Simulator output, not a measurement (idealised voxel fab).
Module name: voxel capacitor over wiring (process module)
cross-section cut | 260 nm wide | cells 5 nm
Throughout this document, each cross-section is represented as a grid of square cells and is presented as a sequence of bands enumerated from the top downward, where a band comprises one or more rows of cells. In this notation a band is specified by the heights of its top and bottom, in that order and in nm, after which its materials appear from left to right, each paired with its width in nm. The word "all across" attached to a single material means that material fills the band from edge to edge; the word "air" stands for empty space. Heads up on the height convention: 0 is the point under which the incoming wafer is all one material, and the lowest band has no bottom, it just keeps going down, like "0 -> down". A width given as "30 to 40" starts at the first number in the band's top row and ends at the second number in its bottom row, shifting by an equal amount at every step from row to row. Given "no alterations made" for a step, no cell of the cross-section differs between before and after that step. Catalogued sealed voids: empty space of 8 cells or more with no open way to the top, each as width x height at its distance from the left edge, in nm. Anything after a step's settings on that line? It's the simulator's own note about the step. The line of a step may include "overlay nm". On a step with a mask, this value is how far to the right of its planned place the mask lay. A negative value means the mask lay to the left.

# plan
step 1: RECEIVE | material Si
step 2: CONFORMAL_DEP | material SiO2 | thk nm 10
step 3: CONFORMAL_DEP | material SiN | thk nm 5
step 4: DIRECTIONAL_DEP | material SiO2 | thk nm 20
step 5: MASKED_ETCH | tone open | mask id METAL_1 | width nm 25 | pitch nm 75 | etch materials SiO2 | depth nm 20 | overlay nm 0
step 6: MASKED_ETCH | tone open | mask id METAL_1 | width nm 25 | pitch nm 75 | etch materials SiN | depth nm 5 | overlay nm 0
step 7: CONFORMAL_DEP | material TiN | thk nm 5
step 8: FILL_DEP | material Cu | thk nm 5
step 9: CMP | height nm 35
step 10: CONFORMAL_DEP | material SiCN | thk nm 5
step 11: DIRECTIONAL_DEP | material SiO2 | thk nm 20
step 12: DIRECTIONAL_DEP | material aC | thk nm 10
step 13: PATTERN | tone open | mask id PLUG_1 | material resist | width nm 15 | thk nm 25 | overlay nm 0
step 14: DIRECTIONAL_ETCH | etch materials aC | depth nm 10
step 15: STRIP | etch materials resist
step 16: DIRECTIONAL_ETCH | etch materials SiO2 | depth nm 20
step 17: DIRECTIONAL_ETCH | etch materials SiCN | depth nm 5
step 18: STRIP | etch materials aC
step 19: EPI | material Ru | thk nm 10
step 20: EPI | material Ru | thk nm 10
step 21: EPI | material Ru | thk nm 5
step 22: DIRECTIONAL_DEP | material TiN | thk nm 5
step 23: DIRECTIONAL_DEP | material HfO2 | thk nm 5
step 24: DIRECTIONAL_DEP | material TiN | thk nm 5
step 25: PATTERN | tone cover | mask id UPPER_PLATE | material resist | width nm 55 | thk nm 20 | overlay nm 0
step 26: DIRECTIONAL_ETCH | etch materials TiN | depth nm 5
step 27: DIRECTIONAL_ETCH | etch materials HfO2 | depth nm 5
step 28: STRIP | etch materials resist
step 29: PATTERN | tone cover | mask id LOWER_PLATE | material resist | width nm 65 | thk nm 20 | overlay nm 0
step 30: DIRECTIONAL_ETCH | etch materials TiN | depth nm 5
step 31: STRIP | etch materials resist
step 32: FILL_DEP | material SiO2 | thk nm 20
step 33: CMP | height nm 90
step 34: DIRECTIONAL_DEP | material aC | thk nm 15
step 35: PATTERN | tone open | mask id PLUG_2 | material resist | width nm 15 | thk nm 35 | overlay nm 0
step 36: DIRECTIONAL_ETCH | etch materials aC | depth nm 15
step 37: STRIP | etch materials resist
step 38: DIRECTIONAL_ETCH | etch materials SiO2 | depth nm 15
step 39: STRIP | etch materials aC
step 40: CONFORMAL_DEP | material TiN | thk nm 5
step 41: FILL_DEP | material Ru | thk nm 5
step 42: CMP | height nm 90
step 43: CONFORMAL_DEP | material SiCN | thk nm 5

# First wafer of two (run as planned)

# So this is the incoming wafer in cross-section - it's already been through step 1
* 0 -> down = Si all across
* Catalogued sealed voids: none

# Cross-section through the wafer, step 2 finished
* 10 -> 0 = SiO2 all across
* Unchanged below 0.

# Cross-section through the wafer, step 3 finished
* 15 -> 10 = SiN all across
* Unchanged below 10.

# Cross-section through the wafer, step 4 finished
* 35 -> 15 = SiO2 all across
* Unchanged below 15.

# Cross-section through the wafer, step 5 finished
* 35 -> 15 = 80 SiO2 / 25 air / 50 SiO2 / 25 air / 80 SiO2
* Unchanged below 15.

# Cross-section through the wafer, step 6 finished
* 35 -> 15 = 80 SiO2 / 25 air / 50 SiO2 / 25 air / 80 SiO2
* 15 -> 10 = 80 SiN / 25 air / 50 SiN / 25 air / 80 SiN
* Unchanged below 10.

# Cross-section through the wafer, step 7 finished
* 40 -> 35 = 85 TiN / 15 air / 60 TiN / 15 air / 85 TiN
* 35 -> 15 = 80 SiO2 / 5 TiN / 15 air / 5 TiN / 50 SiO2 / 5 TiN / 15 air / 5 TiN / 80 SiO2
* 15 -> 10 = 80 SiN / 25 TiN / 50 SiN / 25 TiN / 80 SiN
* Unchanged below 10.

# Cross-section through the wafer, step 8 finished
* 45 -> 40 = Cu all across
* 40 -> 35 = 85 TiN / 15 Cu / 60 TiN / 15 Cu / 85 TiN
* 35 -> 15 = 80 SiO2 / 5 TiN / 15 Cu / 5 TiN / 50 SiO2 / 5 TiN / 15 Cu / 5 TiN / 80 SiO2
* Unchanged below 15.

# Cross-section through the wafer, step 9 finished
* 35 -> 15 = 80 SiO2 / 5 TiN / 15 Cu / 5 TiN / 50 SiO2 / 5 TiN / 15 Cu / 5 TiN / 80 SiO2
* Unchanged below 15.

# Cross-section through the wafer, step 10 finished
* 40 -> 35 = SiCN all across
* Unchanged below 35.

# Cross-section through the wafer, step 11 finished
* 60 -> 40 = SiO2 all across
* Unchanged below 40.

# Cross-section through the wafer, step 12 finished
* 70 -> 60 = aC all across
* Unchanged below 60.

# Cross-section through the wafer, step 13 finished
* 95 -> 70 = 90 resist / 15 air / 155 resist
* Unchanged below 70.

# Cross-section through the wafer, step 14 finished
* 85 -> 70 = 90 resist / 15 air / 155 resist
* 70 -> 60 = 90 aC / 15 air / 155 aC
* Unchanged below 60.

# Cross-section through the wafer, step 15 finished
* 70 -> 60 = 90 aC / 15 air / 155 aC
* Unchanged below 60.

# Cross-section through the wafer, step 16 finished
* 70 -> 60 = 90 aC / 15 air / 155 aC
* 60 -> 40 = 90 SiO2 / 15 air / 155 SiO2
* Unchanged below 40.

# Cross-section through the wafer, step 17 finished
* 70 -> 60 = 90 aC / 15 air / 155 aC
* 60 -> 40 = 90 SiO2 / 15 air / 155 SiO2
* 40 -> 35 = 90 SiCN / 15 air / 155 SiCN
* Unchanged below 35.

# Cross-section through the wafer, step 18 finished
* 60 -> 40 = 90 SiO2 / 15 air / 155 SiO2
* Unchanged below 40.

# Cross-section through the wafer, step 19 finished
* 60 -> 45 = 90 SiO2 / 15 air / 155 SiO2
* 45 -> 40 = 90 SiO2 / 15 Ru / 155 SiO2
* 40 -> 35 = 90 SiCN / 15 Ru / 155 SiCN
* Unchanged below 35.

# Cross-section through the wafer, step 20 finished
* 60 -> 55 = 90 SiO2 / 15 air / 155 SiO2
* 55 -> 40 = 90 SiO2 / 15 Ru / 155 SiO2
* Unchanged below 40.

# Cross-section through the wafer, step 21 finished
* 60 -> 40 = 90 SiO2 / 15 Ru / 155 SiO2
* Unchanged below 40.

# Cross-section through the wafer, step 22 finished
* 65 -> 60 = TiN all across
* Unchanged below 60.

# Cross-section through the wafer, step 23 finished
* 70 -> 65 = HfO2 all across
* Unchanged below 65.

# Cross-section through the wafer, step 24 finished
* 75 -> 70 = TiN all across
* Unchanged below 70.

# Cross-section through the wafer, step 25 finished
* 95 -> 75 = 90 air / 55 resist / 115 air
* Unchanged below 75.

# Cross-section through the wafer, step 26 finished
* 95 -> 75 = 90 air / 55 resist / 115 air
* 75 -> 70 = 90 air / 55 TiN / 115 air
* Unchanged below 70.

# Cross-section through the wafer, step 27 finished
* 95 -> 75 = 90 air / 55 resist / 115 air
* 75 -> 70 = 90 air / 55 TiN / 115 air
* 70 -> 65 = 90 air / 55 HfO2 / 115 air
* Unchanged below 65.

# Cross-section through the wafer, step 28 finished
* 75 -> 70 = 90 air / 55 TiN / 115 air
* Unchanged below 70.

# Cross-section through the wafer, step 29 finished
* 95 -> 75 = 85 air / 65 resist / 110 air
* 75 -> 70 = 85 air / 5 resist / 55 TiN / 5 resist / 110 air
* 70 -> 65 = 85 air / 5 resist / 55 HfO2 / 5 resist / 110 air
* Unchanged below 65.

# Cross-section through the wafer, step 30 finished
* 95 -> 75 = 85 air / 65 resist / 110 air
* 75 -> 70 = 85 air / 5 resist / 55 TiN / 5 resist / 110 air
* 70 -> 65 = 85 air / 5 resist / 55 HfO2 / 5 resist / 110 air
* 65 -> 60 = 85 air / 65 TiN / 110 air
* Unchanged below 60.

# Cross-section through the wafer, step 31 finished
* 75 -> 70 = 90 air / 55 TiN / 115 air
* 70 -> 65 = 90 air / 55 HfO2 / 115 air
* Unchanged below 65.

# Cross-section through the wafer, step 32 finished
* 95 -> 75 = SiO2 all across
* 75 -> 70 = 90 SiO2 / 55 TiN / 115 SiO2
* 70 -> 65 = 90 SiO2 / 55 HfO2 / 115 SiO2
* 65 -> 60 = 85 SiO2 / 65 TiN / 110 SiO2
* Unchanged below 60.

# Cross-section through the wafer, step 33 finished
* 90 -> 75 = SiO2 all across
* Unchanged below 75.

# Cross-section through the wafer, step 34 finished
* 105 -> 90 = aC all across
* Unchanged below 90.

# Cross-section through the wafer, step 35 finished
* 140 -> 105 = 100 resist / 15 air / 145 resist
* Unchanged below 105.

# Cross-section through the wafer, step 36 finished
* 125 -> 105 = 100 resist / 15 air / 145 resist
* 105 -> 90 = 100 aC / 15 air / 145 aC
* Unchanged below 90.

# Cross-section through the wafer, step 37 finished
* 105 -> 90 = 100 aC / 15 air / 145 aC
* Unchanged below 90.

# Cross-section through the wafer, step 38 finished
* 105 -> 90 = 100 aC / 15 air / 145 aC
* 90 -> 75 = 100 SiO2 / 15 air / 145 SiO2
* Unchanged below 75.

# Cross-section through the wafer, step 39 finished
* 90 -> 75 = 100 SiO2 / 15 air / 145 SiO2
* Unchanged below 75.

# Cross-section through the wafer, step 40 finished
* 95 -> 90 = 105 TiN / 5 air / 150 TiN
* 90 -> 80 = 100 SiO2 / 5 TiN / 5 air / 5 TiN / 145 SiO2
* 80 -> 70 = 100 to 90 SiO2 / 15 to 55 TiN / 145 to 115 SiO2
* Unchanged below 70.

# Cross-section through the wafer, step 41 finished
* 100 -> 95 = Ru all across
* 95 -> 90 = 105 TiN / 5 Ru / 150 TiN
* 90 -> 80 = 100 SiO2 / 5 TiN / 5 Ru / 5 TiN / 145 SiO2
* Unchanged below 80.

# Cross-section through the wafer, step 42 finished
* 90 -> 80 = 100 SiO2 / 5 TiN / 5 Ru / 5 TiN / 145 SiO2
* Unchanged below 80.

# Cross-section through the wafer, step 43 finished
* 95 -> 90 = SiCN all across
* Unchanged below 90.

# It is to be noted that the second wafer proceeded from the same initial state and according to the same plan as the first, although one mistake was committed in its execution; through step 18, inclusive, the two wafers share an identical history

# Cross-sectional view of the second wafer at the intended end time of process step 20
* 65 -> 60 = 85 air / 25 Ru / 150 air
* 60 -> 40 = 90 SiO2 / 15 Ru / 155 SiO2
* 40 -> 35 = 90 SiCN / 15 Ru / 155 SiCN
* Unchanged below 35.

# Cross-sectional view of the second wafer at the intended end time of process step 21
* 70 -> 60 = 80 air / 35 Ru / 145 air
* Unchanged below 60.

# Cross-sectional view of the second wafer at the intended end time of process step 22
* 75 -> 70 = 80 air / 35 TiN / 145 air
* 70 -> 65 = 80 air / 35 Ru / 145 air
* 65 -> 60 = 80 TiN / 35 Ru / 145 TiN
* Unchanged below 60.

# Cross-sectional view of the second wafer at the intended end time of process step 23
* 80 -> 75 = 80 air / 35 HfO2 / 145 air
* 75 -> 70 = 80 air / 35 TiN / 145 air
* 70 -> 65 = 80 HfO2 / 35 Ru / 145 HfO2
* Unchanged below 65.

# Cross-sectional view of the second wafer at the intended end time of process step 24
* 85 -> 80 = 80 air / 35 TiN / 145 air
* 80 -> 75 = 80 air / 35 HfO2 / 145 air
* 75 -> 70 = TiN all across
* Unchanged below 70.

# Cross-sectional view of the second wafer at the intended end time of process step 25
* 105 -> 85 = 90 air / 55 resist / 115 air
* 85 -> 80 = 80 air / 35 TiN / 30 resist / 115 air
* 80 -> 75 = 80 air / 35 HfO2 / 30 resist / 115 air
* Unchanged below 75.

# Cross-sectional view of the second wafer at the intended end time of process step 26
* 105 -> 85 = 90 air / 55 resist / 115 air
* 85 -> 80 = 90 air / 25 TiN / 30 resist / 115 air
* 80 -> 75 = 80 air / 35 HfO2 / 30 resist / 115 air
* 75 -> 70 = 80 air / 65 TiN / 115 air
* Unchanged below 70.

# Cross-sectional view of the second wafer at the intended end time of process step 27
* 105 -> 85 = 90 air / 55 resist / 115 air
* 85 -> 80 = 90 air / 25 TiN / 30 resist / 115 air
* 80 -> 75 = 90 air / 25 HfO2 / 30 resist / 115 air
* 75 -> 70 = 80 air / 65 TiN / 115 air
* 70 -> 65 = 80 air / 35 Ru / 30 HfO2 / 115 air
* Unchanged below 65.

# Cross-sectional view of the second wafer at the intended end time of process step 28
* 85 -> 80 = 90 air / 25 TiN / 145 air
* 80 -> 75 = 90 air / 25 HfO2 / 145 air
* Unchanged below 75.

# Cross-sectional view of the second wafer at the intended end time of process step 29
* 105 -> 85 = 85 air / 65 resist / 110 air
* 85 -> 80 = 85 air / 5 resist / 25 TiN / 35 resist / 110 air
* 80 -> 75 = 85 air / 5 resist / 25 HfO2 / 35 resist / 110 air
* 75 -> 70 = 80 air / 65 TiN / 5 resist / 110 air
* 70 -> 65 = 80 air / 35 Ru / 30 HfO2 / 5 resist / 110 air
* Unchanged below 65.

# Cross-sectional view of the second wafer at the intended end time of process step 30
* 105 -> 85 = 85 air / 65 resist / 110 air
* 85 -> 80 = 85 air / 5 resist / 25 TiN / 35 resist / 110 air
* 80 -> 75 = 85 air / 5 resist / 25 HfO2 / 35 resist / 110 air
* 75 -> 70 = 85 air / 60 TiN / 5 resist / 110 air
* 70 -> 65 = 80 air / 35 Ru / 30 HfO2 / 5 resist / 110 air
* 65 -> 60 = 80 air / 35 Ru / 35 TiN / 110 air
* Unchanged below 60.

# Cross-sectional view of the second wafer at the intended end time of process step 31
* 85 -> 80 = 90 air / 25 TiN / 145 air
* 80 -> 75 = 90 air / 25 HfO2 / 145 air
* 75 -> 70 = 85 air / 60 TiN / 115 air
* 70 -> 65 = 80 air / 35 Ru / 30 HfO2 / 115 air
* Unchanged below 65.

# Cross-sectional view of the second wafer at the intended end time of process step 32
* 105 -> 85 = SiO2 all across
* 85 -> 80 = 90 SiO2 / 25 TiN / 145 SiO2
* 80 -> 75 = 90 SiO2 / 25 HfO2 / 145 SiO2
* 75 -> 70 = 85 SiO2 / 60 TiN / 115 SiO2
* 70 -> 65 = 80 SiO2 / 35 Ru / 30 HfO2 / 115 SiO2
* 65 -> 60 = 80 SiO2 / 35 Ru / 35 TiN / 110 SiO2
* Unchanged below 60.

# Cross-sectional view of the second wafer at the intended end time of process step 33
* 90 -> 85 = SiO2 all across
* Unchanged below 85.

# Cross-sectional view of the second wafer at the intended end time of process step 34
* 105 -> 90 = aC all across
* Unchanged below 90.

# Cross-sectional view of the second wafer at the intended end time of process step 35
* 140 -> 105 = 100 resist / 15 air / 145 resist
* Unchanged below 105.

# Cross-sectional view of the second wafer at the intended end time of process step 36
* 125 -> 105 = 100 resist / 15 air / 145 resist
* 105 -> 90 = 100 aC / 15 air / 145 aC
* Unchanged below 90.

# Cross-sectional view of the second wafer at the intended end time of process step 37
* 105 -> 90 = 100 aC / 15 air / 145 aC
* Unchanged below 90.

# Cross-sectional view of the second wafer at the intended end time of process step 38
* 105 -> 90 = 100 aC / 15 air / 145 aC
* 90 -> 85 = 100 SiO2 / 15 air / 145 SiO2
* Unchanged below 85.

# Cross-sectional view of the second wafer at the intended end time of process step 39
* 90 -> 85 = 100 SiO2 / 15 air / 145 SiO2
* Unchanged below 85.

# Cross-sectional view of the second wafer at the intended end time of process step 40
* 95 -> 90 = 105 TiN / 5 air / 150 TiN
* 90 -> 80 = 100 to 90 SiO2 / 15 to 25 TiN / 145 SiO2
* Unchanged below 80.

# Cross-sectional view of the second wafer at the intended end time of process step 41
* 100 -> 95 = Ru all across
* 95 -> 90 = 105 TiN / 5 Ru / 150 TiN
* Unchanged below 90.

# Cross-sectional view of the second wafer at the intended end time of process step 42
* 90 -> 80 = 100 to 90 SiO2 / 15 to 25 TiN / 145 SiO2
* Unchanged below 80.

# Cross-sectional view of the second wafer at the intended end time of process step 43
* 95 -> 90 = SiCN all across
* Unchanged below 90.
Want to know what went wrong? one of the matching steps 19 and 20 was carried out twice, and there is no way to identify which
at the end the second wafer has, in cells: 12 more of Ru | 8 fewer of SiO2 | 4 fewer of TiN
